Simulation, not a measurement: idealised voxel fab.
Module name: voxel gate over fins (process module)
We display cut, a cross-section 240 nm in width whose square cells are each 5 nm.
Cross-sections here: square-cell grids, written as top-down lists of bands, a band being one or more rows of cells. This entry defines a band. It first specifies the height of the band's top and the height of its bottom in nm, and then specifies the band's materials from left to right, stating each material with its width in nm. The word "edge to edge" identifies a single material that fills the band from edge to edge, while the word "empty" identifies empty space. Height reference: 0 = level under which incoming wafer is all one material. Lowest band: no bottom, runs on downward, e.g. "0 down". The two numbers in a width such as "30 to 40" mark its ends across the band: the first belongs to the top row of cells, the second to the bottom row, and from each row to the next the width moves by the same amount. "remains unaltered" means the step left every cell of the cross-section as it was. The entry titled "Voids, fully enclosed" provides the empty spaces that have no open way to the top, restricted to those of 8 cells or more. Each is presented as width x height at distance, the distance being measured from the left edge, with all three in nm. It should be noted that, on the line of a given step, the content following the step's settings is a remark produced by the simulator itself with respect to that step. Each step line may optionally specify "overlay nm", which for a step with a mask gives the rightward distance between the mask's planned place and where it lay, a negative value indicating the leftward direction.
Process steps foreseen in the plan
| 1 | RECEIVE with material Si |
| 2 | CONFORMAL_DEP with material SiN, thk nm 5 |
| 3 | DIRECTIONAL_DEP with material aC, thk nm 10 |
| 4 | PATTERN with tone cover, mask id FINS, material resist, width nm 15, pitch nm 35, thk nm 30, overlay nm 0 |
| 5 | DIRECTIONAL_ETCH with etch materials aC, depth nm 10 |
| 6 | STRIP with etch materials resist |
| 7 | DIRECTIONAL_ETCH with etch materials SiN, depth nm 5 |
| 8 | DIRECTIONAL_ETCH with etch materials Si, depth nm 35 |
| 9 | STRIP with etch materials aC |
| 10 | FILL_DEP with material SiO2, thk nm 10 |
| 11 | CMP with height nm 5 |
| 12 | SELECTIVE_ETCH with etch materials SiO2, depth nm 20 |
| 13 | STRIP with etch materials SiN |
| 14 | CONFORMAL_DEP with material HfO2, thk nm 5 |
| 15 | CONFORMAL_DEP with material TiN, thk nm 5 |
| 16 | FILL_DEP with material W, thk nm 10 |
| 17 | CMP with height nm 15 |
| 18 | CONFORMAL_DEP with material SiCN, thk nm 5 |
Cross-section of the wafer at receipt, which is the condition after step 1
- 0 down: Si edge to edge
- Voids, fully enclosed: none
Wafer cross-section at module end: first of two, run to plan
- 20 to 15: SiCN edge to edge
- 15 to 10: W edge to edge
- 10 to 5: W 50 nm, then TiN 140 nm, then W 50 nm
- 5 to 0: W 50 nm, then TiN 5 nm, then HfO2 25 nm, then TiN 10 nm, then HfO2 25 nm, then TiN 10 nm, then HfO2 25 nm, then TiN 10 nm, then HfO2 25 nm, then TiN 5 nm, then W 50 nm
- 0 to -5: W 50 nm, then TiN 5 nm, then HfO2 5 nm, then Si 15 nm, then HfO2 5 nm, then TiN 10 nm, then HfO2 5 nm, then Si 15 nm, then HfO2 5 nm, then TiN 10 nm, then HfO2 5 nm, then Si 15 nm, then HfO2 5 nm, then TiN 10 nm, then HfO2 5 nm, then Si 15 nm, then HfO2 5 nm, then TiN 5 nm, then W 50 nm
- -5 to -10: TiN 55 nm, then HfO2 5 nm, then Si 15 nm, then HfO2 5 nm, then TiN 10 nm, then HfO2 5 nm, then Si 15 nm, then HfO2 5 nm, then TiN 10 nm, then HfO2 5 nm, then Si 15 nm, then HfO2 5 nm, then TiN 10 nm, then HfO2 5 nm, then Si 15 nm, then HfO2 5 nm, then TiN 55 nm
- -10 to -15: HfO2 60 nm, then Si 15 nm, then HfO2 20 nm, then Si 15 nm, then HfO2 20 nm, then Si 15 nm, then HfO2 20 nm, then Si 15 nm, then HfO2 60 nm
- -15 to -35: SiO2 60 nm, then Si 15 nm, then SiO2 20 nm, then Si 15 nm, then SiO2 20 nm, then Si 15 nm, then SiO2 20 nm, then Si 15 nm, then SiO2 60 nm
- -35 down: Si edge to edge
- Voids, fully enclosed: none
End of module, second wafer, cross-section. Started like the first, planned like the first, run with one mistake
- 10 to 5: SiCN edge to edge
- 5 to 0: W 50 nm, then TiN 5 nm, then HfO2 25 nm, then TiN 10 nm, then HfO2 25 nm, then TiN 10 nm, then HfO2 25 nm, then TiN 10 nm, then HfO2 25 nm, then TiN 5 nm, then W 50 nm
- 0 to -5: W 50 nm, then TiN 5 nm, then HfO2 5 nm, then Si 15 nm, then HfO2 5 nm, then TiN 10 nm, then HfO2 5 nm, then Si 15 nm, then HfO2 5 nm, then TiN 10 nm, then HfO2 5 nm, then Si 15 nm, then HfO2 5 nm, then TiN 10 nm, then HfO2 5 nm, then Si 15 nm, then HfO2 5 nm, then TiN 5 nm, then W 50 nm
- -5 to -10: TiN 55 nm, then HfO2 5 nm, then Si 15 nm, then HfO2 5 nm, then TiN 10 nm, then HfO2 5 nm, then Si 15 nm, then HfO2 5 nm, then TiN 10 nm, then HfO2 5 nm, then Si 15 nm, then HfO2 5 nm, then TiN 10 nm, then HfO2 5 nm, then Si 15 nm, then HfO2 5 nm, then TiN 55 nm
- -10 to -15: HfO2 60 nm, then Si 15 nm, then HfO2 20 nm, then Si 15 nm, then HfO2 20 nm, then Si 15 nm, then HfO2 20 nm, then Si 15 nm, then HfO2 60 nm
- -15 to -35: SiO2 60 nm, then Si 15 nm, then SiO2 20 nm, then Si 15 nm, then SiO2 20 nm, then Si 15 nm, then SiO2 20 nm, then Si 15 nm, then SiO2 60 nm
- -35 down: Si edge to edge
- Voids, fully enclosed: none
So what did we get wrong on this run? step 17 was not run as planned; what actually ran was CMP with height nm 5
Upon completion, the second wafer contains, in terms of cells, a greater or smaller amount of certain materials than the first wafer: TiN -28, W -68
